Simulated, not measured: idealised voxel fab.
Process module in this document: voxel released beams
Cross-section cut spans 300 nm and uses square cells 5 nm in size.
Cross-section, as written here: a square-cell grid given band by band from the top down, where a band holds one or more rows of cells. Heights first: top, then bottom, in nm. Then materials, left to right, each with a width in nm. "everywhere" on a single material: fills the band edge to edge. "blank": empty space. The level at which height equals 0 is the one under which the wafer, as it arrives, is entirely one material. No lower edge exists for the bottom band, which continues downward and is notated as in "from 0 down". You'd read "30 to 40" like this: the band's top row of cells is as wide as the first number, its bottom row is as wide as the second, and going down, every row changes width by the same amount as the row before did. Basically "everything unchanged" means that step didn't change any cell in the cross-section. "Internal closed voids" - sealed voids, min. 8 cells, no opening to top; format: width x height at distance (distance from left edge; nm throughout). On each step's line, the part that comes after the settings is the simulator's own comment on the step. You can add "overlay nm" to a step's line. For a step with a mask, it describes how far the mask lay to the right of its planned position, and a negative number describes a lay to the left.

# The following list gives the planned process steps
1: RECEIVE, material Si
2: CONFORMAL_DEP, material SiN, thk nm 10
3: DIRECTIONAL_DEP, material SiO2, thk nm 20
4: MASKED_ETCH, tone open, mask id ANCHOR, width nm 40, etch materials SiO2, depth nm 20, overlay nm 0
5: CONFORMAL_DEP, material W, thk nm 15
6: DIRECTIONAL_DEP, material aC, thk nm 15
7: PATTERN, tone cover, mask id BEAM, material resist, width nm 100, thk nm 30, overlay nm 0
8: DIRECTIONAL_ETCH, etch materials aC, depth nm 15
9: STRIP, etch materials resist
10: DIRECTIONAL_ETCH, etch materials W, depth nm 15
11: STRIP, etch materials aC
12: STRIP, etch materials SiO2

# So, the first of our two wafers, run just as we planned it

# Cross-sectional view of the wafer in its as-received condition, corresponding to the state after step 1
* from 0 down: Si everywhere
* Internal closed voids: none

# Wafer section view after processing step 2
* from 10 to 0: SiN everywhere
* Note: structure below 0 unchanged.

# Wafer section view after processing step 3
* from 30 to 10: SiO2 everywhere
* Note: structure below 10 unchanged.

# Wafer section view after processing step 4
* from 30 to 10: SiO2 100 nm, blank 40 nm, SiO2 160 nm
* Note: structure below 10 unchanged.

# Wafer section view after processing step 5
* from 45 to 30: W 115 nm, blank 10 nm, W 175 nm
* from 30 to 25: SiO2 100 nm, W 15 nm, blank 10 nm, W 15 nm, SiO2 160 nm
* from 25 to 10: SiO2 100 nm, W 40 nm, SiO2 160 nm
* Note: structure below 10 unchanged.

# Wafer section view after processing step 6
* from 60 to 45: aC 115 nm, blank 10 nm, aC 175 nm
* from 45 to 40: W 115 nm, blank 10 nm, W 175 nm
* from 40 to 30: W 115 nm, aC 10 nm, W 175 nm
* from 30 to 25: SiO2 100 nm, W 15 nm, aC 10 nm, W 15 nm, SiO2 160 nm
* Note: structure below 25 unchanged.

# Wafer section view after processing step 7
* from 90 to 60: blank 95 nm, resist 100 nm, blank 105 nm
* from 60 to 45: aC 115 nm, resist 10 nm, aC 175 nm
* from 45 to 40: W 115 nm, resist 10 nm, W 175 nm
* Note: structure below 40 unchanged.

# Wafer section view after processing step 8
* from 75 to 60: blank 95 nm, resist 100 nm, blank 105 nm
* from 60 to 45: blank 95 nm, aC 20 nm, resist 10 nm, aC 70 nm, blank 105 nm
* Note: structure below 45 unchanged.

# Wafer section view after processing step 9
* from 60 to 45: blank 95 nm, aC 20 nm, blank 10 nm, aC 70 nm, blank 105 nm
* from 45 to 40: W 115 nm, blank 10 nm, W 175 nm
* Note: structure below 40 unchanged.

# Wafer section view after processing step 10
* from 60 to 45: blank 95 nm, aC 20 nm, blank 10 nm, aC 70 nm, blank 105 nm
* from 45 to 40: blank 95 nm, W 20 nm, blank 10 nm, W 70 nm, blank 105 nm
* from 40 to 30: blank 95 nm, W 20 nm, aC 10 nm, W 70 nm, blank 105 nm
* Note: structure below 30 unchanged.

# Wafer section view after processing step 11
* from 45 to 30: blank 95 nm, W 20 nm, blank 10 nm, W 70 nm, blank 105 nm
* from 30 to 25: SiO2 100 nm, W 15 nm, blank 10 nm, W 15 nm, SiO2 160 nm
* Note: structure below 25 unchanged.

# Wafer section view after processing step 12
* from 45 to 30: blank 95 nm, W 20 nm, blank 10 nm, W 70 nm, blank 105 nm
* from 30 to 25: blank 100 nm, W 15 nm, blank 10 nm, W 15 nm, blank 160 nm
* from 25 to 10: blank 100 nm, W 40 nm, blank 160 nm
* Note: structure below 10 unchanged.

# Second of two: same start, same plan, one run error; steps up to and including 6 match the first

# Cross-sectional representation of the second wafer at the time designated in the plan for the completion of step 7
* from 90 to 60: blank 100 nm, resist 90 nm, blank 110 nm
* from 60 to 45: aC 115 nm, resist 10 nm, aC 175 nm
* from 45 to 40: W 115 nm, resist 10 nm, W 175 nm
* Note: structure below 40 unchanged.

# Cross-sectional representation of the second wafer at the time designated in the plan for the completion of step 8
* from 75 to 60: blank 100 nm, resist 90 nm, blank 110 nm
* from 60 to 45: blank 100 nm, aC 15 nm, resist 10 nm, aC 65 nm, blank 110 nm
* Note: structure below 45 unchanged.

# Cross-sectional representation of the second wafer at the time designated in the plan for the completion of step 9
* from 60 to 45: blank 100 nm, aC 15 nm, blank 10 nm, aC 65 nm, blank 110 nm
* from 45 to 40: W 115 nm, blank 10 nm, W 175 nm
* Note: structure below 40 unchanged.

# Cross-sectional representation of the second wafer at the time designated in the plan for the completion of step 10
* from 60 to 45: blank 100 nm, aC 15 nm, blank 10 nm, aC 65 nm, blank 110 nm
* from 45 to 40: blank 100 nm, W 15 nm, blank 10 nm, W 65 nm, blank 110 nm
* from 40 to 30: blank 100 nm, W 15 nm, aC 10 nm, W 65 nm, blank 110 nm
* Note: structure below 30 unchanged.

# Cross-sectional representation of the second wafer at the time designated in the plan for the completion of step 11
* from 45 to 30: blank 100 nm, W 15 nm, blank 10 nm, W 65 nm, blank 110 nm
* from 30 to 25: SiO2 100 nm, W 15 nm, blank 10 nm, W 15 nm, SiO2 160 nm
* Note: structure below 25 unchanged.

# Cross-sectional representation of the second wafer at the time designated in the plan for the completion of step 12
* from 45 to 30: blank 100 nm, W 15 nm, blank 10 nm, W 65 nm, blank 110 nm
* from 30 to 25: blank 100 nm, W 15 nm, blank 10 nm, W 15 nm, blank 160 nm
* from 25 to 10: blank 100 nm, W 40 nm, blank 160 nm
* Note: structure below 10 unchanged.
Which mistake was made when the wafer was run? rather than as planned, step 7 actually ran as PATTERN, tone cover, mask id BEAM, material resist, width nm 90, thk nm 30, overlay nm 0
The closing comparison, in cells, has the second wafer with more or fewer of some materials than the first: 6 fewer of W
